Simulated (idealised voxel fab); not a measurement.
A process module follows: voxel lift off.
The cross-section on display is named cut; it measures 290 nm wide, and its cells are 5 nm squares.
For the purposes of this document, a cross-section shall be understood as a grid of square cells, specified as bands listed in top-to-bottom order, each band consisting of one or more rows of cells. Per band: top height and bottom height in nm, followed by the left-to-right materials and their widths in nm; "everywhere" marks a single material spanning edge to edge, "air" marks empty space. Ref level 0: as-received wafer is one material below here. Bottom band extends down with no lower bound ("z 0 and below"). You'd read "30 to 40" like this: the band's top row of cells is as wide as the first number, its bottom row is as wide as the second, and going down, every row changes width by the same amount as the row before did. "nothing altered" after a step means that no cell of the cross-section changed. The entry "Voids lacking openings" lists the empty spaces that cover at least 8 cells and have no open path to the top. Each is written as width x height at distance, where the distance is measured from the left edge and all three values are in nm. Post-settings text on a step line: simulator's own remark regarding the step. "overlay nm" on a masked step: distance the mask lay right of its planned place, negative for left.

# Process steps (planned)
- 1: RECEIVE: material Si
- 2: CONFORMAL_DEP: material SiO2, thk nm 5
- 3: PATTERN: tone open, mask id LINES, material resist, width nm 25, pitch nm 40, thk nm 25, overlay nm -15
- 4: DIRECTIONAL_DEP: material Ru, thk nm 10
- 5: STRIP: etch materials resist
- 6: CONFORMAL_DEP: material SiCN, thk nm 10
Keep in mind the plan's value for the overlay nm of step 3 comes from the first wafer; the wafers don't share that setting, but they do share the same starting point.

# Cross-section, first of several wafers, as delivered after step 1
> z 0 and below | Si everywhere
> Voids lacking openings: none

# Per-wafer rows below. For each material: cells gained (+) or lost (-) since the wafer was received, as of end of module. Then: closed voids
overlay nm -15; +20 Ru; +130 SiCN; +58 SiO2; Voids lacking openings: none
overlay nm -10; +20 Ru; +130 SiCN; +58 SiO2; Voids lacking openings: none
overlay nm -5; +20 Ru; +130 SiCN; +58 SiO2; Voids lacking openings: none
overlay nm 0; +20 Ru; +130 SiCN; +58 SiO2; Voids lacking openings: none
overlay nm 5; +20 Ru; +130 SiCN; +58 SiO2; Voids lacking openings: none
overlay nm 10; +20 Ru; +130 SiCN; +58 SiO2; Voids lacking openings: none
overlay nm 15; +20 Ru; +130 SiCN; +58 SiO2; Voids lacking openings: none
